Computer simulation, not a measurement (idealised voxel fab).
Proc. module: voxel transistor to metal
Shown is cross-section cut, with a width of 170 nm and square cells of size 5 nm.
In this document a cross-section is written as a grid of square cells. It is given as a series of bands, listed from the top down, and a band is one or more rows of cells.
The band entry comprises the height of the band's top followed by the height of its bottom, expressed in nm, and subsequently the band's materials from left to right, each stated together with its width in nm. Where a single material is marked with the word "everywhere", that material fills the band from edge to edge. The word "air" represents empty space.
The level at which height equals 0 is the one under which the wafer, as it arrives, is entirely one material. No lower edge exists for the bottom band, which continues downward and is notated as in "from 0 down".
A width given as "30->40" starts at the first number in the band's top row and ends at the second number in its bottom row, shifting by an equal amount at every step from row to row.
Basically "all unchanged" means that step didn't change any cell in the cross-section.
Empty spaces without an open route to the top, at least 8 cells in extent, make up the entry "Closed void entries"; each is given as width x height at distance, where the distance is measured from the left edge, and all are in nm.
On a step's line, text after the settings is the simulator commenting on that step.
overlay nm: for a step with a mask, the amount by which the mask lay right of where it was planned; a negative amount means left of it.
**This section lists the process steps that were planned**
1) RECEIVE [material Si]
2) OXIDIZE [depth nm 5]
3) CONFORMAL_DEP [material SiN] [thk nm 15]
4) PATTERN [tone cover] [mask id ACTIVE] [material resist] [width nm 100] [thk nm 15] [overlay nm 0]
5) DIRECTIONAL_ETCH [etch materials SiN] [depth nm 15]
6) DIRECTIONAL_ETCH [etch materials SiO2] [depth nm 5]
7) DIRECTIONAL_ETCH [etch materials Si] [depth nm 25]
8) STRIP [etch materials resist]
9) OXIDIZE [depth nm 5]
10) FILL_DEP [material SiO2] [thk nm 5]
11) CMP [height nm 15]
12) SELECTIVE_ETCH [etch materials SiO2] [depth nm 5]
13) STRIP [etch materials SiN]
14) SELECTIVE_ETCH [etch materials SiO2] [depth nm 5]
15) OXIDIZE [depth nm 5]
16) DIRECTIONAL_DEP [material polySi] [thk nm 30]
17) DIRECTIONAL_DEP [material SiCN] [thk nm 10]
18) PATTERN [tone cover] [mask id GATE] [material resist] [width nm 20] [thk nm 15] [overlay nm 0]
19) DIRECTIONAL_ETCH [etch materials SiCN] [depth nm 20]
20) DIRECTIONAL_ETCH [etch materials polySi] [depth nm 40]
21) STRIP [etch materials resist]
22) CONFORMAL_DEP [material SiO2] [thk nm 5]
23) DIRECTIONAL_ETCH [etch materials SiO2] [depth nm 5]
24) CONFORMAL_DEP [material SiN] [thk nm 5]
25) DIRECTIONAL_ETCH [etch materials SiN] [depth nm 5]
26) DIRECTIONAL_ETCH [etch materials SiO2] [depth nm 5]
27) DIRECTIONAL_ETCH [etch materials Si] [depth nm 5]
28) EPI [material pSi] [thk nm 5]
29) FILL_DEP [material SiO2] [thk nm 10]
30) CMP [height nm 35]
31) DIRECTIONAL_DEP [material SiO2] [thk nm 15]
32) MASKED_ETCH [tone open] [mask id CONTACT] [width nm 30] [pitch nm 60] [etch materials SiO2] [depth nm 60] [overlay nm 0]
33) CONFORMAL_DEP [material TiN] [thk nm 5]
34) FILL_DEP [material W] [thk nm 5]
35) CMP [height nm 50]
36) CONFORMAL_DEP [material SiN] [thk nm 5]
37) DIRECTIONAL_DEP [material SiO2] [thk nm 15]
38) DIRECTIONAL_DEP [material aC] [thk nm 15]
39) PATTERN [tone open] [mask id METAL_1] [material resist] [width nm 20] [pitch nm 70] [thk nm 30] [overlay nm 0]
40) DIRECTIONAL_ETCH [etch materials aC] [depth nm 15]
41) STRIP [etch materials resist]
42) DIRECTIONAL_ETCH [etch materials SiO2] [depth nm 15]
43) DIRECTIONAL_ETCH [etch materials SiN] [depth nm 5]
44) STRIP [etch materials aC]
45) CONFORMAL_DEP [material TiN] [thk nm 5]
46) FILL_DEP [material Cu] [thk nm 5]
47) CMP [height nm 70]
48) CONFORMAL_DEP [material SiN] [thk nm 5]
**As-received wafer cross-section (after step 1)**
  from 0 down  Si everywhere
  Closed void entries: none
**The module was run from the start shown above using the plan shown above, but one mistake was made doing it; the resulting wafer cross-section is below**
  from 75 to 70  SiN everywhere
  from 70 to 55  40 of SiO2, 5 of TiN, 10 of Cu, 5 of TiN, 50 of SiO2, 5 of TiN, 10 of Cu, 5 of TiN, 40 of SiO2
  from 55 to 50  40 of SiN, 20 of TiN, 50 of SiN, 20 of TiN, 40 of SiN
  from 50 to 45  W everywhere
  from 45 to 40  45 of TiN, 20 of W, 40 of TiN, 20 of W, 45 of TiN
  from 40 to 30  40 of SiO2, 5 of TiN, 20 of W, 5 of TiN, 30 of SiO2, 5 of TiN, 20 of W, 5 of TiN, 40 of SiO2
  from 30 to 25  40 of SiO2, 5 of TiN, 15 of W, 10 of TiN, 30 of SiO2, 10 of TiN, 15 of W, 5 of TiN, 40 of SiO2
  from 25 to 5  40 of SiO2, 5 of TiN, 15 of W, 5 of TiN, 5 of SiN, 5 of SiO2, 20 of polySi, 5 of SiO2, 5 of SiN, 5 of TiN, 15 of W, 5 of TiN, 40 of SiO2
  from 5 to -5  35 of SiO2, 5 of SiN, 5 of TiN, 15->10 of W, 5->10 of TiN, 5 of SiN, 5 of SiO2, 20 of polySi, 5 of SiO2, 5 of SiN, 5->10 of TiN, 15->10 of W, 5 of TiN, 5 of SiN, 35 of SiO2
  from -5 to -10  40 of SiO2, 20 of TiN, 5 of pSi, 40 of SiO2, 5 of pSi, 20 of TiN, 40 of SiO2
  from -10 to -15  40 of SiO2, 25 of pSi, 40 of Si, 25 of pSi, 40 of SiO2
  from -15 to -35  40 of SiO2, 90 of Si, 40 of SiO2
  from -35 down  Si everywhere
  Closed void entries: none
what went wrong: the process deviated at step 30: the operation and settings actually run there were CMP [height nm 25]
